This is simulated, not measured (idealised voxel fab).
You're looking at the process module voxel spacer lines.
The figure presents cross-section cut, which has a width of 230 nm and is divided into square cells with an edge length of 5 nm.
Cross-section, as written here: a square-cell grid given band by band from the top down, where a band holds one or more rows of cells. Read a band's entry like this: the first values are the height of its top and the height of its bottom in nm, and what follows is the sequence of materials from left to right, each with its width in nm. Note that "blank" is empty space, and that a single material marked "edge to edge" reaches across the band from edge to edge. Heights are expressed relative to 0, this being the level below which the as-received wafer comprises one material exclusively. The lowest band is unbounded in the downward direction and is denoted as in "top 0, no bottom". With a width like "30->40", each row of cells in the band differs from the next by the same amount, the top row carrying the first number and the bottom row the second. It should be understood that the words "no change", when stated for a given step, signify that the cross-section underwent no change in any of its cells during that step. Entry "Sealed void inventory" = empty spaces >= 8 cells with no open way to the top; each as width x height at distance, distance from left edge, all nm. That trailing text on a step's line, after the settings, is the simulator's own remark on the step. "overlay nm" denotes, for a step that has a mask, the displacement of the mask to the right of its planned place, with negative values corresponding to the left.

### The steps planned for the process are as follows
1. RECEIVE | material Si
2. CONFORMAL_DEP | material SiO2 | thk nm 5
3. DIRECTIONAL_DEP | material polySi | thk nm 10
4. DIRECTIONAL_DEP | material aC | thk nm 20
5. PATTERN | tone cover | mask id MANDREL | material resist | width nm 20 | pitch nm 70 | thk nm 25 | overlay nm -15
6. DIRECTIONAL_ETCH | etch materials aC | depth nm 20
7. STRIP | etch materials resist
8. CONFORMAL_DEP | material SiN | thk nm 15
9. DIRECTIONAL_ETCH | etch materials SiN | depth nm 15
10. STRIP | etch materials aC
11. DIRECTIONAL_ETCH | etch materials polySi | depth nm 10
12. STRIP | etch materials SiN
13. FILL_DEP | material lowk | thk nm 10
14. CMP | height nm 15
Quick note for whoever runs this: the wafers start identical, but the overlay nm at step 5 isn't the same across them. The plan just shows what the first wafer had.

### first wafer as received, after step 1
	top 0, no bottom = Si edge to edge
	Sealed void inventory: none

### Shown in cross-section: the first of several wafers at the end of the module, after its last step, step 14
	top 15, bottom 5 = 40 of lowk | 15 of polySi | 20 of lowk | 15 of polySi | 20 of lowk | 15 of polySi | 20 of lowk | 15 of polySi | 70 of lowk
	top 5, bottom 0 = SiO2 edge to edge
	top 0, no bottom = Si edge to edge
	Sealed void inventory: none

### Last wafer of the set, cross-sectioned at end of module
	top 15, bottom 5 = 70 of lowk | 15 of polySi | 20 of lowk | 15 of polySi | 20 of lowk | 15 of polySi | 20 of lowk | 15 of polySi | 40 of lowk
	top 5, bottom 0 = SiO2 edge to edge
	top 0, no bottom = Si edge to edge
	Sealed void inventory: none

### End of module, by wafer: material-by-material cell gain (+) or loss (-) since receipt, then closed voids
overlay nm -15, +46 SiO2, +68 lowk, +24 polySi, Sealed void inventory: none
overlay nm -10, +46 SiO2, +68 lowk, +24 polySi, Sealed void inventory: none
overlay nm -5, +46 SiO2, +68 lowk, +24 polySi, Sealed void inventory: none
overlay nm 0, +46 SiO2, +68 lowk, +24 polySi, Sealed void inventory: none
overlay nm 5, +46 SiO2, +68 lowk, +24 polySi, Sealed void inventory: none
overlay nm 10, +46 SiO2, +68 lowk, +24 polySi, Sealed void inventory: none
overlay nm 15, +46 SiO2, +68 lowk, +24 polySi, Sealed void inventory: none
